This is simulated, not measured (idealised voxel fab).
process module | voxel double patterning
cross-section cut | 235 nm wide | cells 5 nm
A cross-section is a grid of square cells, given in bands from the top down. A band is one or more rows of cells.
Each band's line starts with the height of the band's top and of its bottom, in nm. Then come its materials from left to right, each with its width in nm. One material with "throughout" fills the band from edge to edge. "air" is empty space.
Height 0 is the level under which the wafer as received is all one material. The lowest band goes on downwards, as in "0 down".
A width such as "30 to 40" changes by the same amount from each row of cells to the next, from the band's top row to its bottom row.
"no change" after a step means that no cell of the cross-section changed.
closed voids: empty space of 8 cells or more with no open way to the top, each as width x height at its distance from the left edge, in nm
after a step's settings: what the simulator itself notes on the step
overlay nm, on a step with a mask: how far to the right of its planned place the mask lay; to the left if negative
plan
1 op RECEIVE | material Si
2 op CONFORMAL_DEP | material SiO2 | thk nm 10
3 op DIRECTIONAL_DEP | material W | thk nm 15
4 op DIRECTIONAL_DEP | material SiN | thk nm 10
5 op MASKED_ETCH | tone open | mask id FIRST | width nm 15 | pitch nm 50 | etch materials SiN | depth nm 10 | overlay nm 0
6 op DIRECTIONAL_DEP | material aC | thk nm 15
7 op PATTERN | tone open | mask id SECOND | material resist | width nm 15 | pitch nm 50 | thk nm 35 | overlay nm 0
8 op DIRECTIONAL_ETCH | etch materials aC | depth nm 15
9 op STRIP | etch materials resist
10 op DIRECTIONAL_ETCH | etch materials SiN | depth nm 10
11 op STRIP | etch materials aC
12 op DIRECTIONAL_ETCH | etch materials W | depth nm 15
13 op STRIP | etch materials SiN
as received, after step 1
  0 down: Si throughout
  closed voids: none
a wafer at the end: this start, this plan, one mistake
  25 to 10: W 60 | air 115 | W 60
  10 to 0: SiO2 throughout
  0 down: Si throughout
  closed voids: none
what went wrong: step 9 ran as: op STRIP | etch materials SiN
